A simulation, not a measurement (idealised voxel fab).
The following is a process module called voxel self aligned contacts.
In the cross-section labelled cut, the width is 210 nm and each square cell is 5 nm.
The cross-sections in this document take the form of a grid made of square cells. They are written out as bands, in order from top to bottom. Each band consists of one or more rows of cells.
This entry defines a band. It first specifies the height of the band's top and the height of its bottom in nm, and then specifies the band's materials from left to right, stating each material with its width in nm. The word "throughout" identifies a single material that fills the band from edge to edge, while the word "blank" identifies empty space.
All heights in this document are referenced to 0, defined as the level beneath which the wafer, as received, consists entirely of one material. The lowest band is not bounded below; it extends indefinitely downward and is written in the form "from 0 down".
The width entry "30 to 40" should be interpreted row by row: the top row of cells in the band takes the first number, the bottom row takes the second number, and the change between adjacent rows is uniform throughout.
It should be understood that the words "left unchanged", when stated for a given step, signify that the cross-section underwent no change in any of its cells during that step.
Any empty space of 8 cells or more lacking an open way to the top shows up in "Unvented internal voids" as width x height at distance, distance from the left edge, in nm.
That trailing text on a step's line, after the settings, is the simulator's own remark on the step.
If you see "overlay nm" on a step's line and that step has a mask, it's telling you how far right of where it was planned the mask ended up; a negative number means it went left instead.
LIST OF PLANNED PROCESS STEPS
- 1: RECEIVE (material Si)
- 2: OXIDIZE (depth nm 5)
- 3: DIRECTIONAL_DEP (material polySi; thk nm 25)
- 4: DIRECTIONAL_DEP (material SiN; thk nm 20)
- 5: MASKED_ETCH (tone cover; mask id GATE; width nm 25; pitch nm 60; etch materials SiN; depth nm 20; overlay nm 0)
- 6: MASKED_ETCH (tone cover; mask id GATE; width nm 25; pitch nm 60; etch materials polySi; depth nm 30; overlay nm 0)
- 7: CONFORMAL_DEP (material SiN; thk nm 10)
- 8: DIRECTIONAL_ETCH (etch materials SiN; depth nm 10)
- 9: FILL_DEP (material SiO2; thk nm 15)
- 10: CMP (height nm 60)
- 11: MASKED_ETCH (tone open; mask id CONTACT; width nm 45; etch materials SiO2; depth nm 65; overlay nm 0)
- 12: CONFORMAL_DEP (material TiN; thk nm 5)
- 13: FILL_DEP (material W; thk nm 10)
- 14: CMP (height nm 60)
- 15: CONFORMAL_DEP (material SiN; thk nm 5)
Every wafer here starts from the same state; it is the step 3 thk nm that distinguishes them, and the value the plan gives belongs to the first wafer.
THIS IS HOW THE FIRST OF SEVERAL WAFERS LOOKED IN CROSS-SECTION WHEN IT ARRIVED, WHICH IS AFTER STEP 1
from 0 down: Si throughout
Unvented internal voids: none
QUICK KEY FOR THE TABLE: A ROW PER WAFER, TAKEN AT THE END OF THE MODULE. FOR EACH MATERIAL IT TELLS YOU HOW MANY CELLS THE WAFER GAINED (+) OR LOST (-) SINCE IT CAME IN, AND THE CLOSED VOIDS COME AFTER
thk nm 25; -42 Si; +154 SiN; +327 SiO2; +33 TiN; +24 W; +50 polySi; Unvented internal voids: none
thk nm 30; -42 Si; +162 SiN; +315 SiO2; +33 TiN; +18 W; +60 polySi; Unvented internal voids: none
thk nm 35; -42 Si; +162 SiN; +285 SiO2; +29 TiN; +10 W; +102 polySi; Unvented internal voids: none
thk nm 40; -42 Si; +162 SiN; +252 SiO2; +21 TiN; +9 W; +144 polySi; Unvented internal voids: none
thk nm 45; -42 Si; +144 SiN; +231 SiO2; +19 TiN; +8 W; +186 polySi; Unvented internal voids: none
